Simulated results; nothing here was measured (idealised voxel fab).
process module | voxel tone inversion
cross-section cut | 295 nm wide | cells 5 nm
A cross-section is a grid of square cells, given in bands from the top down. A band is one or more rows of cells.
Each band's line starts with the height of the band's top and of its bottom, in nm. Then come its materials from left to right, each with its width in nm. One material with "throughout" fills the band from edge to edge. "air" is empty space.
Height 0 is the level under which the wafer as received is all one material. The lowest band goes on downwards, as in "0 down".
A width such as "30 to 40" changes by the same amount from each row of cells to the next, from the band's top row to its bottom row.
"no change" after a step means that no cell of the cross-section changed.
closed voids: empty space of 8 cells or more with no open way to the top, each as width x height at its distance from the left edge, in nm
after a step's settings: what the simulator itself notes on the step
overlay nm, on a step with a mask: how far to the right of its planned place the mask lay; to the left if negative
plan
1 op RECEIVE | material Si
2 op CONFORMAL_DEP | material SiCN | thk nm 5
3 op DIRECTIONAL_DEP | material aC | thk nm 25
4 op PATTERN | tone cover | mask id POSTS | material resist | width nm 15 | pitch nm 40 | thk nm 35 | overlay nm 0
5 op DIRECTIONAL_ETCH | etch materials aC | depth nm 25
6 op STRIP | etch materials resist
7 op FILL_DEP | material lowk | thk nm 5
8 op CMP | height nm 30
9 op STRIP | etch materials aC
varied across the wafers: width nm of step 4. The plan shows the first wafer's value. All wafers start alike
first wafer as received, after step 1
  0 down: Si throughout
  closed voids: none
each wafer at the end: cells of each material gained (+) or lost (-) since it was received, then its closed voids
width nm 15 | +59 SiCN | +235 lowk | closed voids: none
width nm 20 | +59 SiCN | +215 lowk | closed voids: none
width nm 25 | +59 SiCN | +195 lowk | closed voids: none
